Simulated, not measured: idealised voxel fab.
Title: Process Module voxel lift off
Cross-sectional view cut (width: 285 nm; square cell size: 5 nm).
A cross-section is a grid of square cells, given in bands from the top down. A band is one or more rows of cells.
Within each band entry, the heights of the top and of the bottom of the band appear first, in that order and in nm; the materials of the band then follow from left to right, each with its corresponding width in nm. The designation "full width" on a single material indicates that it fills the band from edge to edge; the designation "blank" indicates empty space.
We count height from 0. Below that, the starting wafer is all one material. The lowest band never ends at the bottom but goes on down; see "0 down" for how that is written.
A two-number width, for instance "30 to 40", indicates that the width is equal to the first number in the top row of the band and to the second number in the bottom row, and that it changes by a constant amount per row of cells.
For the purposes of this document, the phrase "remains unaltered" attached to a step denotes that no cell within the cross-section was modified by that step.
Entry "Closed empty spaces". Content: empty spaces with no open connection to the top, size 8 cells or greater. Each: width x height at distance. Distance: from left edge. Unit: nm.
Note: text after step settings on the step line = simulator remark on that step.
overlay nm: where the mask lay relative to plan, measured to the right, on steps with a mask; negatives go left.
# Process steps foreseen in the plan
| 1 | RECEIVE, material Si |
| 2 | CONFORMAL_DEP, material SiO2, thk nm 15 |
| 3 | PATTERN, tone open, mask id LINES, material resist, width nm 20, pitch nm 35, thk nm 30, overlay nm 0 |
| 4 | DIRECTIONAL_DEP, material Ru, thk nm 15 |
| 5 | STRIP, etch materials resist |
| 6 | CONFORMAL_DEP, material SiN, thk nm 10 |
# So this is the incoming wafer in cross-section - it's already been through step 1
- 0 down | Si full width
- Closed empty spaces: none
# Final cross-section, module run with one mistake (start and plan as above)
- 45 to 35 | blank 85, SiN 110, blank 90
- 35 to 25 | blank 85, SiN 10, Ru 20, SiN 15, Ru 20, SiN 15, Ru 20, SiN 10, blank 90
- 25 to 15 | SiN 95, Ru 20, SiN 15, Ru 20, SiN 15, Ru 20, SiN 100
- 15 to 0 | SiO2 full width
- 0 down | Si full width
- Closed empty spaces: none
What was done differently from what was planned? step 4 off recipe, ran as DIRECTIONAL_DEP, material Ru, thk nm 20
